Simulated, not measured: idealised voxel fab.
The name of this process module is voxel gate over fins.
cross-section cut | 150 nm wide | cells 5 nm
The cross-sections in this document take the form of a grid made of square cells. They are written out as bands, in order from top to bottom. Each band consists of one or more rows of cells.
What a band's entry tells you: where the top is and where the bottom is, as heights in nm, and after that what lies inside, material by material from left to right, each with its width in nm. Empty space is written as the word "empty", and a single material marked with the word "full width" occupies the band from edge to edge.
Counting heights begins at 0, where everything beneath is, in the wafer as received, one material. The lowest band has no bottom; it goes on downwards, as "0 -> down" shows.
A width given as "30..40" starts at the first number in the band's top row and ends at the second number in its bottom row, shifting by an equal amount at every step from row to row.
What does "changes: none" mean for a step? It means no cell of the cross-section changed in that step.
"Tabulated closed voids" means: voids of 8 cells or more that are shut off from the top with no open way through. Written width x height at distance, distance from the left edge, in nm.
Note: text after step settings on the step line = simulator remark on that step.
"overlay nm" answers the question of how far to the right of plan the mask lay on a step that has a mask, and when it is negative the answer is to the left.
Guide to the pairs. Each holds a before and an after cross-section around one process step; the after cross-section is cut off at the lowest band that changed. Look under the pair for the step between them and its settings. Pairs can come from different runs of this module on the same starting wafer, so a pair follows on from the one above it only where its entry headed "Snapshot before" says it does.
-- Snapshot before
  0 -> down | Si full width
  Tabulated closed voids: none
-- Post-Process Section
  10 -> 0 | SiN full width
  Lower than 0, everything is as it was.
  Tabulated closed voids: none
Quick note on the step between the two cross-sections above: CONFORMAL_DEP | material SiN | thk nm 10
Snapshot before: after-step cross-section of the pair just above applies.
-- Post-Process Section
  25 -> 10 | 30 of empty / 15 of resist / 20 of empty / 15 of resist / 20 of empty / 15 of resist / 35 of empty
  Lower than 10, everything is as it was.
  Tabulated closed voids: none
Quick note on the step between the two cross-sections above: PATTERN | tone cover | mask id FINS | material resist | width nm 15 | pitch nm 35 | thk nm 15 | overlay nm 0
Snapshot before: after-step cross-section of the pair just above applies.
-- Post-Process Section
  25 -> 10 | 30 of empty / 15 of resist / 20 of empty / 15 of resist / 20 of empty / 15 of resist / 35 of empty
  10 -> 0 | 30 of empty / 15 of SiN / 20 of empty / 15 of SiN / 20 of empty / 15 of SiN / 35 of empty
  Lower than 0, everything is as it was.
  Tabulated closed voids: none
Quick note on the step between the two cross-sections above: DIRECTIONAL_ETCH | etch materials SiN | depth nm 10
Snapshot before: after-step cross-section of the pair just above applies.
-- Post-Process Section
  25 -> 10 | 30 of empty / 15 of resist / 20 of empty / 15 of resist / 20 of empty / 15 of resist / 35 of empty
  10 -> 0 | 30 of empty / 15 of SiN / 20 of empty / 15 of SiN / 20 of empty / 15 of SiN / 35 of empty
  0 -> -30 | 30 of empty / 15 of Si / 20 of empty / 15 of Si / 20 of empty / 15 of Si / 35 of empty
  Lower than -30, everything is as it was.
  Tabulated closed voids: none
Quick note on the step between the two cross-sections above: DIRECTIONAL_ETCH | etch materials Si | depth nm 30
Snapshot before: after-step cross-section of the pair just above applies.
-- Post-Process Section
  10 -> 0 | 30 of empty / 15 of SiN / 20 of empty / 15 of SiN / 20 of empty / 15 of SiN / 35 of empty
  Lower than 0, everything is as it was.
  Tabulated closed voids: none
Quick note on the step between the two cross-sections above: STRIP | etch materials resist
Snapshot before: after-step cross-section of the pair just above applies.
-- Post-Process Section
  10 -> 0 | 30 of empty / 15 of SiN / 20 of empty / 15 of SiN / 20 of empty / 15 of SiN / 35 of empty
  0 -> -30 | 30 of empty / 5 of SiO2 / 5 of Si / 5 of SiO2 / 20 of empty / 5 of SiO2 / 5 of Si / 5 of SiO2 / 20 of empty / 5 of SiO2 / 5 of Si / 5 of SiO2 / 35 of empty
  -30 -> -35 | 35 of SiO2 / 5 of Si / 30 of SiO2 / 5 of Si / 30 of SiO2 / 5 of Si / 40 of SiO2
  Lower than -35, everything is as it was.
  Tabulated closed voids: none
Quick note on the step between the two cross-sections above: OXIDIZE | depth nm 5
Snapshot before: after-step cross-section of the pair just above applies.
-- Post-Process Section
  20 -> 10 | SiO2 full width
  10 -> 0 | 30 of SiO2 / 15 of SiN / 20 of SiO2 / 15 of SiN / 20 of SiO2 / 15 of SiN / 35 of SiO2
  0 -> -35 | 35 of SiO2 / 5 of Si / 30 of SiO2 / 5 of Si / 30 of SiO2 / 5 of Si / 40 of SiO2
  Lower than -35, everything is as it was.
  Tabulated closed voids: none
Quick note on the step between the two cross-sections above: FILL_DEP | material SiO2 | thk nm 10
Snapshot before: after-step cross-section of the pair just above applies.
-- Post-Process Section
  10 -> 0 | 30 of SiO2 / 15 of SiN / 20 of SiO2 / 15 of SiN / 20 of SiO2 / 15 of SiN / 35 of SiO2
  Lower than 0, everything is as it was.
  Tabulated closed voids: none
Quick note on the step between the two cross-sections above: CMP | height nm 10
Snapshot before: after-step cross-section of the pair just above applies.
-- Post-Process Section
  10 -> 0 | 30 of empty / 15 of SiN / 20 of empty / 15 of SiN / 20 of empty / 15 of SiN / 35 of empty
  0 -> -10 | 35 of empty / 5 of Si / 30 of empty / 5 of Si / 30 of empty / 5 of Si / 40 of empty
  Lower than -10, everything is as it was.
  Tabulated closed voids: none
Quick note on the step between the two cross-sections above: SELECTIVE_ETCH | etch materials SiO2 | depth nm 20
Snapshot before: after-step cross-section of the pair just above applies.
-- Post-Process Section
  0 -> -10 | 35 of empty / 5 of Si / 30 of empty / 5 of Si / 30 of empty / 5 of Si / 40 of empty
  Lower than -10, everything is as it was.
  Tabulated closed voids: none
Quick note on the step between the two cross-sections above: STRIP | etch materials SiN
Snapshot before: after-step cross-section of the pair just above applies.
-- Post-Process Section
  5 -> 0 | 30 of empty / 15 of HfO2 / 20 of empty / 15 of HfO2 / 20 of empty / 15 of HfO2 / 35 of empty
  0 -> -5 | 30 of empty / 5 of HfO2 / 5 of Si / 5 of HfO2 / 20 of empty / 5 of HfO2 / 5 of Si / 5 of HfO2 / 20 of empty / 5 of HfO2 / 5 of Si / 5 of HfO2 / 35 of empty
  -5 -> -10 | 35 of HfO2 / 5 of Si / 30 of HfO2 / 5 of Si / 30 of HfO2 / 5 of Si / 40 of HfO2
  Lower than -10, everything is as it was.
  Tabulated closed voids: none
Quick note on the step between the two cross-sections above: CONFORMAL_DEP | material HfO2 | thk nm 5
Snapshot before: after-step cross-section of the pair just above applies.
-- Post-Process Section
  10 -> 5 | 25 of empty / 25 of TiN / 10 of empty / 25 of TiN / 10 of empty / 25 of TiN / 30 of empty
  5 -> 0 | 25 of empty / 5 of TiN / 15 of HfO2 / 5 of TiN / 10 of empty / 5 of TiN / 15 of HfO2 / 5 of TiN / 10 of empty / 5 of TiN / 15 of HfO2 / 5 of TiN / 30 of empty
  0 -> -5 | 30 of TiN / 5 of HfO2 / 5 of Si / 5 of HfO2 / 20 of TiN / 5 of HfO2 / 5 of Si / 5 of HfO2 / 20 of TiN / 5 of HfO2 / 5 of Si / 5 of HfO2 / 35 of TiN
  Lower than -5, everything is as it was.
  Tabulated closed voids: none
Quick note on the step between the two cross-sections above: CONFORMAL_DEP | material TiN | thk nm 5
Snapshot before: after-step cross-section of the pair just above applies.
-- Post-Process Section
  15 -> 10 | 20 of empty / 105 of TiAl / 25 of empty
  10 -> 5 | 20 of empty / 5 of TiAl / 25 of TiN / 10 of TiAl / 25 of TiN / 10 of TiAl / 25 of TiN / 5 of TiAl / 25 of empty
  5 -> 0 | 25 of TiAl / 5 of TiN / 15 of HfO2 / 5 of TiN / 10 of TiAl / 5 of TiN / 15 of HfO2 / 5 of TiN / 10 of TiAl / 5 of TiN / 15 of HfO2 / 5 of TiN / 30 of TiAl
  Lower than 0, everything is as it was.
  Tabulated closed voids: none
Quick note on the step between the two cross-sections above: CONFORMAL_DEP | material TiAl | thk nm 5
Snapshot before: after-step cross-section of the pair just above applies.
-- Post-Process Section
  20 -> 15 | 15 of empty / 115 of TiN / 20 of empty
  15 -> 10 | 15 of empty / 5 of TiN / 105 of TiAl / 5 of TiN / 20 of empty
  10 -> 5 | 20 of TiN / 5 of TiAl / 25 of TiN / 10 of TiAl / 25 of TiN / 10 of TiAl / 25 of TiN / 5 of TiAl / 25 of TiN
  Lower than 5, everything is as it was.
  Tabulated closed voids: none
Quick note on the step between the two cross-sections above: CONFORMAL_DEP | material TiN | thk nm 5
Snapshot before: after-step cross-section of the pair just above applies.
-- Post-Process Section
  30 -> 20 | W full width
  20 -> 15 | 15 of W / 115 of TiN / 20 of W
  15 -> 10 | 15 of W / 5 of TiN / 105 of TiAl / 5 of TiN / 20 of W
  Lower than 10, everything is as it was.
  Tabulated closed voids: none
Quick note on the step between the two cross-sections above: FILL_DEP | material W | thk nm 10
Snapshot before: after-step cross-section of the pair just above applies.
-- Post-Process Section
  25 -> 20 | W full width
  Lower than 20, everything is as it was.
  Tabulated closed voids: none
Quick note on the step between the two cross-sections above: CMP | height nm 25
Snapshot before: after-step cross-section of the pair just above applies.
-- Post-Process Section
  30 -> 25 | SiN full width
  Lower than 25, everything is as it was.
  Tabulated closed voids: none
Quick note on the step between the two cross-sections above: CONFORMAL_DEP | material SiN | thk nm 5
-- Snapshot before
  0 -> -10 | 35 of empty / 5 of Si / 30 of empty / 5 of Si / 30 of empty / 5 of Si / 40 of empty
  -10 -> -35 | 35 of SiO2 / 5 of Si / 30 of SiO2 / 5 of Si / 30 of SiO2 / 5 of Si / 40 of SiO2
  -35 -> down | Si full width
  Tabulated closed voids: none
-- Post-Process Section
  5 -> 0 | 30 of empty / 15 of TiN / 20 of empty / 15 of TiN / 20 of empty / 15 of TiN / 35 of empty
  0 -> -5 | 30 of empty / 5 of TiN / 5 of Si / 5 of TiN / 20 of empty / 5 of TiN / 5 of Si / 5 of TiN / 20 of empty / 5 of TiN / 5 of Si / 5 of TiN / 35 of empty
  -5 -> -10 | 35 of TiN / 5 of Si / 30 of TiN / 5 of Si / 30 of TiN / 5 of Si / 40 of TiN
  Lower than -10, everything is as it was.
  Tabulated closed voids: none
Quick note on the step between the two cross-sections above: CONFORMAL_DEP | material TiN | thk nm 5
Snapshot before: after-step cross-section of the pair just above applies.
-- Post-Process Section
  10 -> 5 | 25 of empty / 25 of TiAl / 10 of empty / 25 of TiAl / 10 of empty / 25 of TiAl / 30 of empty
  5 -> 0 | 25 of empty / 5 of TiAl / 15 of TiN / 5 of TiAl / 10 of empty / 5 of TiAl / 15 of TiN / 5 of TiAl / 10 of empty / 5 of TiAl / 15 of TiN / 5 of TiAl / 30 of empty
  0 -> -5 | 30 of TiAl / 5 of TiN / 5 of Si / 5 of TiN / 20 of TiAl / 5 of TiN / 5 of Si / 5 of TiN / 20 of TiAl / 5 of TiN / 5 of Si / 5 of TiN / 35 of TiAl
  Lower than -5, everything is as it was.
  Tabulated closed voids: none
Quick note on the step between the two cross-sections above: CONFORMAL_DEP | material TiAl | thk nm 5
Snapshot before: after-step cross-section of the pair just above applies.
-- Post-Process Section
  15 -> 10 | 20 of empty / 105 of TiN / 25 of empty
  10 -> 5 | 20 of empty / 5 of TiN / 25 of TiAl / 10 of TiN / 25 of TiAl / 10 of TiN / 25 of TiAl / 5 of TiN / 25 of empty
  5 -> 0 | 25 of TiN / 5 of TiAl / 15 of TiN / 5 of TiAl / 10 of TiN / 5 of TiAl / 15 of TiN / 5 of TiAl / 10 of TiN / 5 of TiAl / 15 of TiN / 5 of TiAl / 30 of TiN
  Lower than 0, everything is as it was.
  Tabulated closed voids: none
Quick note on the step between the two cross-sections above: CONFORMAL_DEP | material TiN | thk nm 5
Snapshot before: after-step cross-section of the pair just above applies.
-- Post-Process Section
  25 -> 15 | W full width
  15 -> 10 | 20 of W / 105 of TiN / 25 of W
  10 -> 5 | 20 of W / 5 of TiN / 25 of TiAl / 10 of TiN / 25 of TiAl / 10 of TiN / 25 of TiAl / 5 of TiN / 25 of W
  Lower than 5, everything is as it was.
  Tabulated closed voids: none
Quick note on the step between the two cross-sections above: FILL_DEP | material W | thk nm 10
Snapshot before: after-step cross-section of the pair just above applies.
-- Post-Process Section
  30 -> 25 | SiN full width
  Lower than 25, everything is as it was.
  Tabulated closed voids: none
Quick note on the step between the two cross-sections above: CONFORMAL_DEP | material SiN | thk nm 5
-- Snapshot before
  10 -> 0 | 30 of empty / 15 of SiN / 20 of empty / 15 of SiN / 20 of empty / 15 of SiN / 35 of empty
  0 -> -10 | 35 of empty / 5 of Si / 30 of empty / 5 of Si / 30 of empty / 5 of Si / 40 of empty
  -10 -> -35 | 35 of SiO2 / 5 of Si / 30 of SiO2 / 5 of Si / 30 of SiO2 / 5 of Si / 40 of SiO2
  -35 -> down | Si full width
  Tabulated closed voids: none
-- Post-Process Section
  10 -> 0 | 30 of empty / 15 of SiN / 20 of empty / 15 of SiN / 20 of empty / 15 of SiN / 35 of empty
  0 -> -30 | 35 of empty / 5 of Si / 30 of empty / 5 of Si / 30 of empty / 5 of Si / 40 of empty
  Lower than -30, everything is as it was.
  Tabulated closed voids: none
Quick note on the step between the two cross-sections above: SELECTIVE_ETCH | etch materials SiO2 | depth nm 20
Snapshot before: after-step cross-section of the pair just above applies.
-- Post-Process Section
  0 -> -30 | 35 of empty / 5 of Si / 30 of empty / 5 of Si / 30 of empty / 5 of Si / 40 of empty
  Lower than -30, everything is as it was.
  Tabulated closed voids: none
Quick note on the step between the two cross-sections above: STRIP | etch materials SiN
Snapshot before: after-step cross-section of the pair just above applies.
-- Post-Process Section
  5 -> 0 | 30 of empty / 15 of HfO2 / 20 of empty / 15 of HfO2 / 20 of empty / 15 of HfO2 / 35 of empty
  0 -> -25 | 30 of empty / 5 of HfO2 / 5 of Si / 5 of HfO2 / 20 of empty / 5 of HfO2 / 5 of Si / 5 of HfO2 / 20 of empty / 5 of HfO2 / 5 of Si / 5 of HfO2 / 35 of empty
  -25 -> -30 | 35 of HfO2 / 5 of Si / 30 of HfO2 / 5 of Si / 30 of HfO2 / 5 of Si / 40 of HfO2
  Lower than -30, everything is as it was.
  Tabulated closed voids: none
Quick note on the step between the two cross-sections above: CONFORMAL_DEP | material HfO2 | thk nm 5
Snapshot before: after-step cross-section of the pair just above applies.
-- Post-Process Section
  10 -> 5 | 25 of empty / 25 of TiN / 10 of empty / 25 of TiN / 10 of empty / 25 of TiN / 30 of empty
  5 -> 0 | 25 of empty / 5 of TiN / 15 of HfO2 / 5 of TiN / 10 of empty / 5 of TiN / 15 of HfO2 / 5 of TiN / 10 of empty / 5 of TiN / 15 of HfO2 / 5 of TiN / 30 of empty
  0 -> -20 | 25 of empty / 5 of TiN / 5 of HfO2 / 5 of Si / 5 of HfO2 / 5 of TiN / 10 of empty / 5 of TiN / 5 of HfO2 / 5 of Si / 5 of HfO2 / 5 of TiN / 10 of empty / 5 of TiN / 5 of HfO2 / 5 of Si / 5 of HfO2 / 5 of TiN / 30 of empty
  -20 -> -25 | 30 of TiN / 5 of HfO2 / 5 of Si / 5 of HfO2 / 20 of TiN / 5 of HfO2 / 5 of Si / 5 of HfO2 / 20 of TiN / 5 of HfO2 / 5 of Si / 5 of HfO2 / 35 of TiN
  Lower than -25, everything is as it was.
  Tabulated closed voids: none
Quick note on the step between the two cross-sections above: CONFORMAL_DEP | material TiN | thk nm 5
Snapshot before: after-step cross-section of the pair just above applies.
-- Post-Process Section
  15 -> 10 | 20 of empty / 105 of TiAl / 25 of empty
  10 -> 5 | 20 of empty / 5 of TiAl / 25 of TiN / 10 of TiAl / 25 of TiN / 10 of TiAl / 25 of TiN / 5 of TiAl / 25 of empty
  5 -> 0 | 20 of empty / 5 of TiAl / 5 of TiN / 15 of HfO2 / 5 of TiN / 10 of TiAl / 5 of TiN / 15 of HfO2 / 5 of TiN / 10 of TiAl / 5 of TiN / 15 of HfO2 / 5 of TiN / 5 of TiAl / 25 of empty
  0 -> -15 | 20 of empty / 5 of TiAl / 5 of TiN / 5 of HfO2 / 5 of Si / 5 of HfO2 / 5 of TiN / 10 of TiAl / 5 of TiN / 5 of HfO2 / 5 of Si / 5 of HfO2 / 5 of TiN / 10 of TiAl / 5 of TiN / 5 of HfO2 / 5 of Si / 5 of HfO2 / 5 of TiN / 5 of TiAl / 25 of empty
  -15 -> -20 | 25 of TiAl / 5 of TiN / 5 of HfO2 / 5 of Si / 5 of HfO2 / 5 of TiN / 10 of TiAl / 5 of TiN / 5 of HfO2 / 5 of Si / 5 of HfO2 / 5 of TiN / 10 of TiAl / 5 of TiN / 5 of HfO2 / 5 of Si / 5 of HfO2 / 5 of TiN / 30 of TiAl
  Lower than -20, everything is as it was.
  Tabulated closed voids: none
Quick note on the step between the two cross-sections above: CONFORMAL_DEP | material TiAl | thk nm 5
Snapshot before: after-step cross-section of the pair just above applies.
-- Post-Process Section
  20 -> 15 | 15 of empty / 115 of TiN / 20 of empty
  15 -> 10 | 15 of empty / 5 of TiN / 105 of TiAl / 5 of TiN / 20 of empty
  10 -> 5 | 15 of empty / 5 of TiN / 5 of TiAl / 25 of TiN / 10 of TiAl / 25 of TiN / 10 of TiAl / 25 of TiN / 5 of TiAl / 5 of TiN / 20 of empty
  5 -> 0 | 15 of empty / 5 of TiN / 5 of TiAl / 5 of TiN / 15 of HfO2 / 5 of TiN / 10 of TiAl / 5 of TiN / 15 of HfO2 / 5 of TiN / 10 of TiAl / 5 of TiN / 15 of HfO2 / 5 of TiN / 5 of TiAl / 5 of TiN / 20 of empty
  0 -> -10 | 15 of empty / 5 of TiN / 5 of TiAl / 5 of TiN / 5 of HfO2 / 5 of Si / 5 of HfO2 / 5 of TiN / 10 of TiAl / 5 of TiN / 5 of HfO2 / 5 of Si / 5 of HfO2 / 5 of TiN / 10 of TiAl / 5 of TiN / 5 of HfO2 / 5 of Si / 5 of HfO2 / 5 of TiN / 5 of TiAl / 5 of TiN / 20 of empty
  -10 -> -15 | 20 of TiN / 5 of TiAl / 5 of TiN / 5 of HfO2 / 5 of Si / 5 of HfO2 / 5 of TiN / 10 of TiAl / 5 of TiN / 5 of HfO2 / 5 of Si / 5 of HfO2 / 5 of TiN / 10 of TiAl / 5 of TiN / 5 of HfO2 / 5 of Si / 5 of HfO2 / 5 of TiN / 5 of TiAl / 25 of TiN
  Lower than -15, everything is as it was.
  Tabulated closed voids: none
Quick note on the step between the two cross-sections above: CONFORMAL_DEP | material TiN | thk nm 5
Snapshot before: after-step cross-section of the pair just above applies.
-- Post-Process Section
  30 -> 20 | W full width
  20 -> 15 | 15 of W / 115 of TiN / 20 of W
  15 -> 10 | 15 of W / 5 of TiN / 105 of TiAl / 5 of TiN / 20 of W
  10 -> 5 | 15 of W / 5 of TiN / 5 of TiAl / 25 of TiN / 10 of TiAl / 25 of TiN / 10 of TiAl / 25 of TiN / 5 of TiAl / 5 of TiN / 20 of W
  5 -> 0 | 15 of W / 5 of TiN / 5 of TiAl / 5 of TiN / 15 of HfO2 / 5 of TiN / 10 of TiAl / 5 of TiN / 15 of HfO2 / 5 of TiN / 10 of TiAl / 5 of TiN / 15 of HfO2 / 5 of TiN / 5 of TiAl / 5 of TiN / 20 of W
  0 -> -10 | 15 of W / 5 of TiN / 5 of TiAl / 5 of TiN / 5 of HfO2 / 5 of Si / 5 of HfO2 / 5 of TiN / 10 of TiAl / 5 of TiN / 5 of HfO2 / 5 of Si / 5 of HfO2 / 5 of TiN / 10 of TiAl / 5 of TiN / 5 of HfO2 / 5 of Si / 5 of HfO2 / 5 of TiN / 5 of TiAl / 5 of TiN / 20 of W
  Lower than -10, everything is as it was.
  Tabulated closed voids: none
Quick note on the step between the two cross-sections above: FILL_DEP | material W | thk nm 10
Snapshot before: after-step cross-section of the pair just above applies.
-- Post-Process Section
  25 -> 20 | W full width
  Lower than 20, everything is as it was.
  Tabulated closed voids: none
Quick note on the step between the two cross-sections above: CMP | height nm 25
Snapshot before: after-step cross-section of the pair just above applies.
-- Post-Process Section
  30 -> 25 | SiN full width
  Lower than 25, everything is as it was.
  Tabulated closed voids: none
Quick note on the step between the two cross-sections above: CONFORMAL_DEP | material SiN | thk nm 5
-- Snapshot before
  10 -> 5 | 25 of empty / 25 of TiN / 10 of empty / 25 of TiN / 10 of empty / 25 of TiN / 30 of empty
  5 -> 0 | 25 of empty / 5 of TiN / 15 of HfO2 / 5 of TiN / 10 of empty / 5 of TiN / 15 of HfO2 / 5 of TiN / 10 of empty / 5 of TiN / 15 of HfO2 / 5 of TiN / 30 of empty
  0 -> -5 | 30 of TiN / 5 of HfO2 / 5 of Si / 5 of HfO2 / 20 of TiN / 5 of HfO2 / 5 of Si / 5 of HfO2 / 20 of TiN / 5 of HfO2 / 5 of Si / 5 of HfO2 / 35 of TiN
  -5 -> -10 | 35 of HfO2 / 5 of Si / 30 of HfO2 / 5 of Si / 30 of HfO2 / 5 of Si / 40 of HfO2
  -10 -> -35 | 35 of SiO2 / 5 of Si / 30 of SiO2 / 5 of Si / 30 of SiO2 / 5 of Si / 40 of SiO2
  -35 -> down | Si full width
  Tabulated closed voids: none
-- Post-Process Section
  15 -> 5 | 20 of empty / 105 of TiN / 25 of empty
  5 -> 0 | 30 of TiN / 15 of HfO2 / 20 of TiN / 15 of HfO2 / 20 of TiN / 15 of HfO2 / 35 of TiN
  Lower than 0, everything is as it was.
  Tabulated closed voids: none
Quick note on the step between the two cross-sections above: CONFORMAL_DEP | material TiN | thk nm 5
Snapshot before: after-step cross-section of the pair just above applies.
-- Post-Process Section
  20 -> 15 | 15 of empty / 115 of TiAl / 20 of empty
  15 -> 10 | 15 of empty / 5 of TiAl / 105 of TiN / 5 of TiAl / 20 of empty
  10 -> 5 | 20 of TiAl / 105 of TiN / 25 of TiAl
  Lower than 5, everything is as it was.
  Tabulated closed voids: none
Quick note on the step between the two cross-sections above: CONFORMAL_DEP | material TiAl | thk nm 5
Snapshot before: after-step cross-section of the pair just above applies.
-- Post-Process Section
  30 -> 20 | W full width
  20 -> 15 | 15 of W / 115 of TiAl / 20 of W
  15 -> 10 | 15 of W / 5 of TiAl / 105 of TiN / 5 of TiAl / 20 of W
  Lower than 10, everything is as it was.
  Tabulated closed voids: none
Quick note on the step between the two cross-sections above: FILL_DEP | material W | thk nm 10
Snapshot before: after-step cross-section of the pair just above applies.
-- Post-Process Section
  25 -> 20 | W full width
  Lower than 20, everything is as it was.
  Tabulated closed voids: none
Quick note on the step between the two cross-sections above: CMP | height nm 25
Snapshot before: after-step cross-section of the pair just above applies.
-- Post-Process Section
  30 -> 25 | SiN full width
  Lower than 25, everything is as it was.
  Tabulated closed voids: none
Quick note on the step between the two cross-sections above: CONFORMAL_DEP | material SiN | thk nm 5
-- Snapshot before
  25 -> 10 | 30 of empty / 15 of resist / 20 of empty / 15 of resist / 20 of empty / 15 of resist / 35 of empty
  10 -> 0 | 30 of empty / 15 of SiN / 20 of empty / 15 of SiN / 20 of empty / 15 of SiN / 35 of empty
  0 -> down | Si full width
  Tabulated closed voids: none
-- Post-Process Section
  25 -> 10 | 30 of empty / 15 of resist / 20 of empty / 15 of resist / 20 of empty / 15 of resist / 35 of empty
  10 -> 0 | 30 of empty / 15 of SiN / 20 of empty / 15 of SiN / 20 of empty / 15 of SiN / 35 of empty
  0 -> -25 | 30 of empty / 15 of Si / 20 of empty / 15 of Si / 20 of empty / 15 of Si / 35 of empty
  Lower than -25, everything is as it was.
  Tabulated closed voids: none
Quick note on the step between the two cross-sections above: DIRECTIONAL_ETCH | etch materials Si | depth nm 25
Snapshot before: after-step cross-section of the pair just above applies.
-- Post-Process Section
  10 -> 0 | 30 of empty / 15 of SiN / 20 of empty / 15 of SiN / 20 of empty / 15 of SiN / 35 of empty
  Lower than 0, everything is as it was.
  Tabulated closed voids: none
Quick note on the step between the two cross-sections above: STRIP | etch materials resist
Snapshot before: after-step cross-section of the pair just above applies.
-- Post-Process Section
  10 -> 0 | 30 of empty / 15 of SiN / 20 of empty / 15 of SiN / 20 of empty / 15 of SiN / 35 of empty
  0 -> -25 | 30 of empty / 5 of SiO2 / 5 of Si / 5 of SiO2 / 20 of empty / 5 of SiO2 / 5 of Si / 5 of SiO2 / 20 of empty / 5 of SiO2 / 5 of Si / 5 of SiO2 / 35 of empty
  -25 -> -30 | 35 of SiO2 / 5 of Si / 30 of SiO2 / 5 of Si / 30 of SiO2 / 5 of Si / 40 of SiO2
  Lower than -30, everything is as it was.
  Tabulated closed voids: none
Quick note on the step between the two cross-sections above: OXIDIZE | depth nm 5
Snapshot before: after-step cross-section of the pair just above applies.
-- Post-Process Section
  20 -> 10 | SiO2 full width
  10 -> 0 | 30 of SiO2 / 15 of SiN / 20 of SiO2 / 15 of SiN / 20 of SiO2 / 15 of SiN / 35 of SiO2
  0 -> -30 | 35 of SiO2 / 5 of Si / 30 of SiO2 / 5 of Si / 30 of SiO2 / 5 of Si / 40 of SiO2
  Lower than -30, everything is as it was.
  Tabulated closed voids: none
Quick note on the step between the two cross-sections above: FILL_DEP | material SiO2 | thk nm 10
Snapshot before: after-step cross-section of the pair just above applies.
-- Post-Process Section
  10 -> 0 | 30 of SiO2 / 15 of SiN / 20 of SiO2 / 15 of SiN / 20 of SiO2 / 15 of SiN / 35 of SiO2
  Lower than 0, everything is as it was.
  Tabulated closed voids: none
Quick note on the step between the two cross-sections above: CMP | height nm 10
Snapshot before: after-step cross-section of the pair just above applies.
-- Post-Process Section
  10 -> 0 | 30 of empty / 15 of SiN / 20 of empty / 15 of SiN / 20 of empty / 15 of SiN / 35 of empty
  0 -> -10 | 35 of empty / 5 of Si / 30 of empty / 5 of Si / 30 of empty / 5 of Si / 40 of empty
  Lower than -10, everything is as it was.
  Tabulated closed voids: none
Quick note on the step between the two cross-sections above: SELECTIVE_ETCH | etch materials SiO2 | depth nm 20
Snapshot before: after-step cross-section of the pair just above applies.
-- Post-Process Section
  0 -> -10 | 35 of empty / 5 of Si / 30 of empty / 5 of Si / 30 of empty / 5 of Si / 40 of empty
  Lower than -10, everything is as it was.
  Tabulated closed voids: none
Quick note on the step between the two cross-sections above: STRIP | etch materials SiN
Snapshot before: after-step cross-section of the pair just above applies.
-- Post-Process Section
  5 -> 0 | 30 of empty / 15 of HfO2 / 20 of empty / 15 of HfO2 / 20 of empty / 15 of HfO2 / 35 of empty
  0 -> -5 | 30 of empty / 5 of HfO2 / 5 of Si / 5 of HfO2 / 20 of empty / 5 of HfO2 / 5 of Si / 5 of HfO2 / 20 of empty / 5 of HfO2 / 5 of Si / 5 of HfO2 / 35 of empty
  -5 -> -10 | 35 of HfO2 / 5 of Si / 30 of HfO2 / 5 of Si / 30 of HfO2 / 5 of Si / 40 of HfO2
  Lower than -10, everything is as it was.
  Tabulated closed voids: none
Quick note on the step between the two cross-sections above: CONFORMAL_DEP | material HfO2 | thk nm 5
Snapshot before: after-step cross-section of the pair just above applies.
-- Post-Process Section
  10 -> 5 | 25 of empty / 25 of TiN / 10 of empty / 25 of TiN / 10 of empty / 25 of TiN / 30 of empty
  5 -> 0 | 25 of empty / 5 of TiN / 15 of HfO2 / 5 of TiN / 10 of empty / 5 of TiN / 15 of HfO2 / 5 of TiN / 10 of empty / 5 of TiN / 15 of HfO2 / 5 of TiN / 30 of empty
  0 -> -5 | 30 of TiN / 5 of HfO2 / 5 of Si / 5 of HfO2 / 20 of TiN / 5 of HfO2 / 5 of Si / 5 of HfO2 / 20 of TiN / 5 of HfO2 / 5 of Si / 5 of HfO2 / 35 of TiN
  Lower than -5, everything is as it was.
  Tabulated closed voids: none
Quick note on the step between the two cross-sections above: CONFORMAL_DEP | material TiN | thk nm 5
Snapshot before: after-step cross-section of the pair just above applies.
-- Post-Process Section
  15 -> 10 | 20 of empty / 105 of TiAl / 25 of empty
  10 -> 5 | 20 of empty / 5 of TiAl / 25 of TiN / 10 of TiAl / 25 of TiN / 10 of TiAl / 25 of TiN / 5 of TiAl / 25 of empty
  5 -> 0 | 25 of TiAl / 5 of TiN / 15 of HfO2 / 5 of TiN / 10 of TiAl / 5 of TiN / 15 of HfO2 / 5 of TiN / 10 of TiAl / 5 of TiN / 15 of HfO2 / 5 of TiN / 30 of TiAl
  Lower than 0, everything is as it was.
  Tabulated closed voids: none
Quick note on the step between the two cross-sections above: CONFORMAL_DEP | material TiAl | thk nm 5
Snapshot before: after-step cross-section of the pair just above applies.
-- Post-Process Section
  20 -> 15 | 15 of empty / 115 of TiN / 20 of empty
  15 -> 10 | 15 of empty / 5 of TiN / 105 of TiAl / 5 of TiN / 20 of empty
  10 -> 5 | 20 of TiN / 5 of TiAl / 25 of TiN / 10 of TiAl / 25 of TiN / 10 of TiAl / 25 of TiN / 5 of TiAl / 25 of TiN
  Lower than 5, everything is as it was.
  Tabulated closed voids: none
Quick note on the step between the two cross-sections above: CONFORMAL_DEP | material TiN | thk nm 5
Snapshot before: after-step cross-section of the pair just above applies.
-- Post-Process Section
  30 -> 20 | W full width
  20 -> 15 | 15 of W / 115 of TiN / 20 of W
  15 -> 10 | 15 of W / 5 of TiN / 105 of TiAl / 5 of TiN / 20 of W
  Lower than 10, everything is as it was.
  Tabulated closed voids: none
Quick note on the step between the two cross-sections above: FILL_DEP | material W | thk nm 10
Snapshot before: after-step cross-section of the pair just above applies.
-- Post-Process Section
  25 -> 20 | W full width
  Lower than 20, everything is as it was.
  Tabulated closed voids: none
Quick note on the step between the two cross-sections above: CMP | height nm 25
Snapshot before: after-step cross-section of the pair just above applies.
-- Post-Process Section
  30 -> 25 | SiN full width
  Lower than 25, everything is as it was.
  Tabulated closed voids: none
Quick note on the step between the two cross-sections above: CONFORMAL_DEP | material SiN | thk nm 5
-- Snapshot before
  10 -> 0 | SiN full width
  0 -> down | Si full width
  Tabulated closed voids: none
-- Post-Process Section
  25 -> 10 | 30 of empty / 20 of resist / 15 of empty / 20 of resist / 15 of empty / 20 of resist / 30 of empty
  Lower than 10, everything is as it was.
  Tabulated closed voids: none
Quick note on the step between the two cross-sections above: PATTERN | tone cover | mask id FINS | material resist | width nm 20 | pitch nm 35 | thk nm 15 | overlay nm 0
Snapshot before: after-step cross-section of the pair just above applies.
-- Post-Process Section
  25 -> 10 | 30 of empty / 20 of resist / 15 of empty / 20 of resist / 15 of empty / 20 of resist / 30 of empty
  10 -> 0 | 30 of empty / 20 of SiN / 15 of empty / 20 of SiN / 15 of empty / 20 of SiN / 30 of empty
  Lower than 0, everything is as it was.
  Tabulated closed voids: none
Quick note on the step between the two cross-sections above: DIRECTIONAL_ETCH | etch materials SiN | depth nm 10
